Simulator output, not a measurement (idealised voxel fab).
This section sets out a process module, namely voxel capacitor over wiring.
It is cross-section cut that appears here, measuring 280 nm in width, its square cells being 5 nm in size.
A cross-section is a grid of square cells, given in bands from the top down. A band is one or more rows of cells. Quick guide to a band line: top height, bottom height (nm) up front; then every material left to right with its width in nm. Only one material and it's marked "throughout"? Then it fills the band edge to edge. And "air" just means empty space. Height reference: 0 = level under which incoming wafer is all one material. Lowest band: no bottom, runs on downward, e.g. "top 0, no bottom". Width spec "30 to 40" -> top row of cells at first value, bottom row at second value, equal per-row change in between. Key: "no modifications" - step with no changed cell in the cross-section. Entry "Closed void inventory" = empty spaces >= 8 cells with no open way to the top; each as width x height at distance, distance from left edge, all nm. Formally, on a step line, whatever follows the settings is a remark that the simulator itself makes on the step. For masked steps, "overlay nm" on the step line gives how far right of plan the mask actually lay; a minus sign means it lay to the left.
### List of planned process steps
1 RECEIVE | material Si
2 CONFORMAL_DEP | material SiO2 | thk nm 10
3 CONFORMAL_DEP | material SiN | thk nm 5
4 DIRECTIONAL_DEP | material lowk | thk nm 20
5 DIRECTIONAL_DEP | material aC | thk nm 10
6 PATTERN | tone open | mask id METAL_1 | material resist | width nm 30 | pitch nm 80 | thk nm 25 | overlay nm 0
7 DIRECTIONAL_ETCH | etch materials aC | depth nm 10
8 STRIP | etch materials resist
9 DIRECTIONAL_ETCH | etch materials lowk | depth nm 20
10 DIRECTIONAL_ETCH | etch materials SiN | depth nm 5
11 STRIP | etch materials aC
12 CONFORMAL_DEP | material TiN | thk nm 5
13 FILL_DEP | material Ru | thk nm 10
14 CMP | height nm 35
15 EPI | material Ru | thk nm 5
16 FILL_DEP | material SiCN | thk nm 5
17 DIRECTIONAL_DEP | material SiO2 | thk nm 20
18 PATTERN | tone open | mask id PLUG_1 | material resist | width nm 15 | thk nm 15 | overlay nm 0
19 DIRECTIONAL_ETCH | etch materials SiO2 | depth nm 20
20 DIRECTIONAL_ETCH | etch materials SiCN | depth nm 5
21 STRIP | etch materials resist
22 EPI | material Ru | thk nm 10
23 EPI | material Ru | thk nm 10
24 EPI | material Ru | thk nm 5
25 DIRECTIONAL_DEP | material TiN | thk nm 5
26 DIRECTIONAL_DEP | material Al2O3 | thk nm 5
27 DIRECTIONAL_DEP | material TiN | thk nm 5
28 MASKED_ETCH | tone cover | mask id UPPER_PLATE | width nm 55 | etch materials TiN | depth nm 5 | overlay nm 0
29 MASKED_ETCH | tone cover | mask id UPPER_PLATE | width nm 55 | etch materials Al2O3 | depth nm 5 | overlay nm 0
30 PATTERN | tone cover | mask id LOWER_PLATE | material resist | width nm 65 | thk nm 20 | overlay nm 0
31 DIRECTIONAL_ETCH | etch materials TiN | depth nm 5
32 STRIP | etch materials resist
33 FILL_DEP | material SiO2 | thk nm 15
34 CMP | height nm 90
35 PATTERN | tone open | mask id PLUG_2 | material resist | width nm 15 | thk nm 20 | overlay nm 0
36 DIRECTIONAL_ETCH | etch materials SiO2 | depth nm 10
37 STRIP | etch materials resist
38 CONFORMAL_DEP | material TiN | thk nm 5
39 FILL_DEP | material W | thk nm 5
40 CMP | height nm 90
41 CONFORMAL_DEP | material SiN | thk nm 5
### This is the cross-section of the wafer as we received it, i.e. after step 1
> top 0, no bottom: Si throughout
> Closed void inventory: none
### The plan above was carried out on the starting structure above with one mistake, and this cross-section shows the wafer at the end of the module
> top 95, bottom 90: SiN throughout
> top 90, bottom 85: SiO2 110 / TiN 5 / W 5 / TiN 5 / SiO2 155
> top 85, bottom 75: SiO2 110 to 100 / TiN 15 to 55 / SiO2 155 to 125
> top 75, bottom 70: SiO2 100 / Al2O3 55 / SiO2 125
> top 70, bottom 65: SiO2 95 / TiN 65 / SiO2 120
> top 65, bottom 45: SiO2 100 / Ru 15 / SiO2 165
> top 45, bottom 40: SiCN 100 / Ru 15 / SiCN 165
> top 40, bottom 30: Ru throughout
> top 30, bottom 25: TiN 90 / Ru 20 / TiN 60 / Ru 20 / TiN 90
> top 25, bottom 15: lowk 85 / TiN 5 / Ru 20 / TiN 5 / lowk 50 / TiN 5 / Ru 20 / TiN 5 / lowk 85
> top 15, bottom 10: SiN 85 / TiN 30 / SiN 50 / TiN 30 / SiN 85
> top 10, bottom 0: SiO2 throughout
> top 0, no bottom: Si throughout
> Closed void inventory: none
The plan and the run diverged here: step 4 ran as: DIRECTIONAL_DEP | material lowk | thk nm 10
